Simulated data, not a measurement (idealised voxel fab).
The name of this process module is voxel spacer lines.
Square cells of 5 nm make up the cross-section cut, whose width is 160 nm.
We lay out every cross-section as a grid of square cells and spell it out in bands from the top down, where one band means one or more rows of cells. In this notation a band is specified by the heights of its top and bottom, in that order and in nm, after which its materials appear from left to right, each paired with its width in nm. The word "full width" attached to a single material means that material fills the band from edge to edge; the word "empty" stands for empty space. Measure heights from 0. That's the level where, below it, the as-received wafer is all one material. The lowest band is bottomless and extends downward; write it as in "0 down". Note: "30->40" means the width goes from the first number (top row of the band) to the second number (bottom row) in equal steps per row of cells. Step marked "identical to before"? Then no cell in the cross-section changed in it. Entry "Closed empty spaces" = empty spaces >= 8 cells with no open way to the top; each as width x height at distance, distance from left edge, all nm. Step line, after settings: the simulator's comment on this step. "overlay nm" denotes, for a step that has a mask, the displacement of the mask to the right of its planned place, with negative values corresponding to the left.

## The process steps that were planned are listed below
- 1: RECEIVE [material Si]
- 2: CONFORMAL_DEP [material Al2O3] [thk nm 5]
- 3: DIRECTIONAL_DEP [material W] [thk nm 15]
- 4: DIRECTIONAL_DEP [material aC] [thk nm 20]
- 5: PATTERN [tone cover] [mask id MANDREL] [material resist] [width nm 20] [pitch nm 60] [thk nm 25] [overlay nm 0]
- 6: DIRECTIONAL_ETCH [etch materials aC] [depth nm 20]
- 7: STRIP [etch materials resist]
- 8: CONFORMAL_DEP [material SiO2] [thk nm 10]
- 9: DIRECTIONAL_ETCH [etch materials SiO2] [depth nm 10]
- 10: STRIP [etch materials aC]
- 11: DIRECTIONAL_ETCH [etch materials W] [depth nm 15]
- 12: STRIP [etch materials SiO2]

## Wafer, first of two, run as planned

## Wafer at receipt (post step 1), cross-section
    0 down: Si full width
    Closed empty spaces: none

## Presented here is a cross-section of the wafer after step 2 has been performed
    5 to 0: Al2O3 full width
    For the remainder of the cross-section, below 0, there is no change.

## Presented here is a cross-section of the wafer after step 3 has been performed
    20 to 5: W full width
    For the remainder of the cross-section, below 5, there is no change.

## Presented here is a cross-section of the wafer after step 4 has been performed
    40 to 20: aC full width
    For the remainder of the cross-section, below 20, there is no change.

## Presented here is a cross-section of the wafer after step 5 has been performed
    65 to 40: empty: 40 | resist: 20 | empty: 40 | resist: 20 | empty: 40
    For the remainder of the cross-section, below 40, there is no change.

## Presented here is a cross-section of the wafer after step 6 has been performed
    45 to 40: empty: 40 | resist: 20 | empty: 40 | resist: 20 | empty: 40
    40 to 20: empty: 40 | aC: 20 | empty: 40 | aC: 20 | empty: 40
    For the remainder of the cross-section, below 20, there is no change.

## Presented here is a cross-section of the wafer after step 7 has been performed
    40 to 20: empty: 40 | aC: 20 | empty: 40 | aC: 20 | empty: 40
    For the remainder of the cross-section, below 20, there is no change.

## Presented here is a cross-section of the wafer after step 8 has been performed
    50 to 40: empty: 30 | SiO2: 40 | empty: 20 | SiO2: 40 | empty: 30
    40 to 30: empty: 30 | SiO2: 10 | aC: 20 | SiO2: 10 | empty: 20 | SiO2: 10 | aC: 20 | SiO2: 10 | empty: 30
    30 to 20: SiO2: 40 | aC: 20 | SiO2: 40 | aC: 20 | SiO2: 40
    For the remainder of the cross-section, below 20, there is no change.

## Presented here is a cross-section of the wafer after step 9 has been performed
    40 to 20: empty: 30 | SiO2: 10 | aC: 20 | SiO2: 10 | empty: 20 | SiO2: 10 | aC: 20 | SiO2: 10 | empty: 30
    For the remainder of the cross-section, below 20, there is no change.

## Presented here is a cross-section of the wafer after step 10 has been performed
    40 to 20: empty: 30 | SiO2: 10 | empty: 20 | SiO2: 10 | empty: 20 | SiO2: 10 | empty: 20 | SiO2: 10 | empty: 30
    For the remainder of the cross-section, below 20, there is no change.

## Presented here is a cross-section of the wafer after step 11 has been performed
    40 to 20: empty: 30 | SiO2: 10 | empty: 20 | SiO2: 10 | empty: 20 | SiO2: 10 | empty: 20 | SiO2: 10 | empty: 30
    20 to 5: empty: 30 | W: 10 | empty: 20 | W: 10 | empty: 20 | W: 10 | empty: 20 | W: 10 | empty: 30
    For the remainder of the cross-section, below 5, there is no change.

## Presented here is a cross-section of the wafer after step 12 has been performed
    20 to 5: empty: 30 | W: 10 | empty: 20 | W: 10 | empty: 20 | W: 10 | empty: 20 | W: 10 | empty: 30
    For the remainder of the cross-section, below 5, there is no change.

## Wafer two of two - same starting point, same process plan, one mistake in execution; matches wafer one up to and including step 4

## Cross-section of the second wafer when, according to plan, step 5 should have finished
    65 to 40: resist: 40 | empty: 20 | resist: 40 | empty: 20 | resist: 40
    For the remainder of the cross-section, below 40, there is no change.

## Cross-section of the second wafer when, according to plan, step 6 should have finished
    45 to 40: resist: 40 | empty: 20 | resist: 40 | empty: 20 | resist: 40
    40 to 20: aC: 40 | empty: 20 | aC: 40 | empty: 20 | aC: 40
    For the remainder of the cross-section, below 20, there is no change.

## Cross-section of the second wafer when, according to plan, step 7 should have finished
    40 to 20: aC: 40 | empty: 20 | aC: 40 | empty: 20 | aC: 40
    For the remainder of the cross-section, below 20, there is no change.

## Cross-section of the second wafer when, according to plan, step 8 should have finished
    50 to 40: SiO2 full width
    40 to 20: aC: 40 | SiO2: 20 | aC: 40 | SiO2: 20 | aC: 40
    For the remainder of the cross-section, below 20, there is no change.

## Cross-section of the second wafer when, according to plan, step 9 should have finished
    40 to 20: aC: 40 | SiO2: 20 | aC: 40 | SiO2: 20 | aC: 40
    For the remainder of the cross-section, below 20, there is no change.

## Cross-section of the second wafer when, according to plan, step 10 should have finished
    40 to 20: empty: 40 | SiO2: 20 | empty: 40 | SiO2: 20 | empty: 40
    For the remainder of the cross-section, below 20, there is no change.

## Cross-section of the second wafer when, according to plan, step 11 should have finished
    40 to 20: empty: 40 | SiO2: 20 | empty: 40 | SiO2: 20 | empty: 40
    20 to 5: empty: 40 | W: 20 | empty: 40 | W: 20 | empty: 40
    For the remainder of the cross-section, below 5, there is no change.

## Cross-section of the second wafer when, according to plan, step 12 should have finished
    20 to 5: empty: 40 | W: 20 | empty: 40 | W: 20 | empty: 40
    For the remainder of the cross-section, below 5, there is no change.
Against the plan, the run slipped here: rather than as planned, step 5 actually ran as PATTERN [tone open] [mask id MANDREL] [material resist] [width nm 20] [pitch nm 60] [thk nm 25] [overlay nm 0]
At the end, the second wafer has the same number of cells of each material as the first, but those cells sit in other places.
